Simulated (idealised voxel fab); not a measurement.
process module | voxel transistor to metal
cross-section cut | 260 nm wide | cells 5 nm
A cross-section is a grid of square cells, given in bands from the top down. A band is one or more rows of cells.
Each band's line starts with the height of the band's top and of its bottom, in nm. Then come its materials from left to right, each with its width in nm. One material with "throughout" fills the band from edge to edge. "air" is empty space.
Height 0 is the level under which the wafer as received is all one material. The lowest band goes on downwards, as in "0 down".
A width such as "30 to 40" changes by the same amount from each row of cells to the next, from the band's top row to its bottom row.
"no change" after a step means that no cell of the cross-section changed.
closed voids: empty space of 8 cells or more with no open way to the top, each as width x height at its distance from the left edge, in nm
after a step's settings: what the simulator itself notes on the step
overlay nm, on a step with a mask: how far to the right of its planned place the mask lay; to the left if negative
plan
1 op RECEIVE | material Si
2 op CONFORMAL_DEP | material SiO2 | thk nm 5
3 op CONFORMAL_DEP | material SiN | thk nm 15
4 op DIRECTIONAL_DEP | material aC | thk nm 15
5 op PATTERN | tone cover | mask id ACTIVE | material resist | width nm 100 | pitch nm 130 | thk nm 30 | overlay nm 0
6 op DIRECTIONAL_ETCH | etch materials aC | depth nm 15
7 op STRIP | etch materials resist
8 op DIRECTIONAL_ETCH | etch materials SiN | depth nm 15
9 op DIRECTIONAL_ETCH | etch materials SiO2 | depth nm 5
10 op DIRECTIONAL_ETCH | etch materials Si | depth nm 25
11 op STRIP | etch materials aC
12 op FILL_DEP | material SiO2 | thk nm 15
13 op CMP | height nm 20
14 op SELECTIVE_ETCH | etch materials SiO2 | depth nm 15
15 op STRIP | etch materials SiN
16 op SELECTIVE_ETCH | etch materials SiO2 | depth nm 5
17 op OXIDIZE | depth nm 5
18 op DIRECTIONAL_DEP | material polySi | thk nm 20
19 op DIRECTIONAL_DEP | material SiCN | thk nm 15
20 op PATTERN | tone cover | mask id GATE | material resist | width nm 20 | pitch nm 130 | thk nm 20 | overlay nm 0
21 op DIRECTIONAL_ETCH | etch materials SiCN | depth nm 25
22 op DIRECTIONAL_ETCH | etch materials polySi | depth nm 30
23 op STRIP | etch materials resist
24 op CONFORMAL_DEP | material SiO2 | thk nm 5
25 op DIRECTIONAL_ETCH | etch materials SiO2 | depth nm 5
26 op CONFORMAL_DEP | material SiN | thk nm 10
27 op DIRECTIONAL_ETCH | etch materials SiN | depth nm 10
28 op DIRECTIONAL_ETCH | etch materials SiO2 | depth nm 5
29 op DIRECTIONAL_ETCH | etch materials Si | depth nm 10
30 op EPI | material SiGe | thk nm 15
31 op FILL_DEP | material SiO2 | thk nm 5
32 op CMP | height nm 35
33 op DIRECTIONAL_DEP | material SiO2 | thk nm 10
34 op DIRECTIONAL_DEP | material aC | thk nm 15
35 op PATTERN | tone open | mask id CONTACT | material resist | width nm 15 | pitch nm 65 | thk nm 35 | overlay nm 0
36 op DIRECTIONAL_ETCH | etch materials aC | depth nm 15
37 op STRIP | etch materials resist
38 op DIRECTIONAL_ETCH | etch materials SiO2 | depth nm 35
39 op STRIP | etch materials aC
40 op CONFORMAL_DEP | material TiN | thk nm 5
41 op FILL_DEP | material W | thk nm 5
42 op CMP | height nm 45
43 op DIRECTIONAL_DEP | material TiN | thk nm 5
44 op DIRECTIONAL_DEP | material W | thk nm 15
45 op DIRECTIONAL_DEP | material aC | thk nm 10
46 op PATTERN | tone cover | mask id METAL_1 | material resist | width nm 15 | pitch nm 65 | thk nm 25 | overlay nm 0
47 op DIRECTIONAL_ETCH | etch materials aC | depth nm 10
48 op STRIP | etch materials resist
49 op DIRECTIONAL_ETCH | etch materials W | depth nm 15
50 op DIRECTIONAL_ETCH | etch materials TiN | depth nm 5
51 op STRIP | etch materials aC
52 op CONFORMAL_DEP | material SiCN | thk nm 5
53 op FILL_DEP | material lowk | thk nm 5
54 op CMP | height nm 65
55 op CONFORMAL_DEP | material SiCN | thk nm 5
56 op DIRECTIONAL_DEP | material lowk | thk nm 35
57 op DIRECTIONAL_DEP | material aC | thk nm 10
58 op PATTERN | tone open | mask id METAL_2 | material resist | width nm 15 | pitch nm 130 | thk nm 25 | overlay nm 0
59 op DIRECTIONAL_ETCH | etch materials aC | depth nm 10
60 op STRIP | etch materials resist
61 op DIRECTIONAL_ETCH | etch materials lowk | depth nm 20
62 op STRIP | etch materials aC
63 op MASKED_ETCH | tone open | mask id METAL_2_HOLES | width nm 15 | pitch nm 130 | etch materials lowk | depth nm 15 | overlay nm 0
64 op MASKED_ETCH | tone open | mask id METAL_2_HOLES | width nm 15 | pitch nm 130 | etch materials SiCN | depth nm 5 | overlay nm 0
65 op CONFORMAL_DEP | material TiN | thk nm 5
66 op FILL_DEP | material Cu | thk nm 5
67 op CMP | height nm 105
68 op CONFORMAL_DEP | material SiN | thk nm 5
as received, after step 1
  0 down: Si throughout
  closed voids: none
a wafer at the end: this start, this plan, one mistake
  110 to 105: SiN throughout
  105 to 90: lowk 20 | TiN 5 | Cu 15 | TiN 5 | lowk 105 | TiN 5 | Cu 15 | TiN 5 | lowk 85
  90 to 85: lowk 20 | TiN 10 | Cu 5 | TiN 10 | lowk 105 | TiN 10 | Cu 5 | TiN 10 | lowk 85
  85 to 70: lowk 25 | TiN 5 | Cu 5 | TiN 5 | lowk 115 | TiN 5 | Cu 5 | TiN 5 | lowk 90
  70 to 65: SiCN 25 | TiN 15 | SiCN 115 | TiN 15 | SiCN 90
  65 to 50: lowk 20 | SiCN 5 | W 15 | SiCN 5 | lowk 40 | SiCN 5 | W 15 | SiCN 5 | lowk 40 | SiCN 5 | W 15 | SiCN 5 | lowk 40 | SiCN 5 | W 15 | SiCN 5 | lowk 20
  50 to 45: SiCN 25 | TiN 15 | SiCN 50 | TiN 15 | SiCN 50 | TiN 15 | SiCN 50 | TiN 15 | SiCN 25
  45 to 35: SiO2 25 | TiN 5 | W 5 | TiN 5 | SiO2 50 | TiN 5 | W 5 | TiN 5 | SiO2 50 | TiN 5 | W 5 | TiN 5 | SiO2 50 | TiN 5 | W 5 | TiN 5 | SiO2 25
  35 to 20: SiO2 25 | TiN 5 | W 5 | TiN 5 | SiN 10 | SiO2 5 | SiCN 20 | SiO2 5 | SiN 10 | TiN 5 | W 5 | TiN 5 | SiO2 50 | TiN 5 | W 5 | TiN 5 | SiN 10 | SiO2 5 | SiCN 20 | SiO2 5 | SiN 10 | TiN 5 | W 5 | TiN 5 | SiO2 25
  20 to 15: SiO2 25 | TiN 5 | W 5 | TiN 5 | SiN 10 | SiO2 5 | polySi 20 | SiO2 5 | SiN 10 | TiN 5 | W 5 | TiN 5 | SiO2 50 | TiN 5 | W 5 | TiN 5 | SiN 10 | SiO2 5 | polySi 20 | SiO2 5 | SiN 10 | TiN 5 | W 5 | TiN 5 | SiO2 25
  15 to 10: SiO2 25 | TiN 15 | SiN 10 | SiO2 5 | polySi 20 | SiO2 5 | SiN 10 | TiN 15 | SiO2 50 | TiN 15 | SiN 10 | SiO2 5 | polySi 20 | SiO2 5 | SiN 10 | TiN 15 | SiO2 25
  10 to 0: SiO2 25 | SiGe 15 | SiN 10 | SiO2 5 | polySi 20 | SiO2 5 | SiN 10 | SiGe 15 | SiO2 50 | SiGe 15 | SiN 10 | SiO2 5 | polySi 20 | SiO2 5 | SiN 10 | SiGe 15 | SiO2 25
  0 to -5: SiO2 10 | SiGe 30 | SiO2 50 | SiGe 30 | SiO2 20 | SiGe 30 | SiO2 50 | SiGe 30 | SiO2 10
  -5 to -15: SiO2 15 | SiGe 25 | Si 50 | SiGe 25 | SiO2 30 | SiGe 25 | Si 50 | SiGe 25 | SiO2 15
  -15 to -25: SiO2 15 | Si 100 | SiO2 30 | Si 100 | SiO2 15
  -25 down: Si throughout
  closed voids: none
what went wrong: step 58 ran as: op PATTERN | tone open | mask id METAL_2 | material resist | width nm 25 | pitch nm 130 | thk nm 25 | overlay nm 0
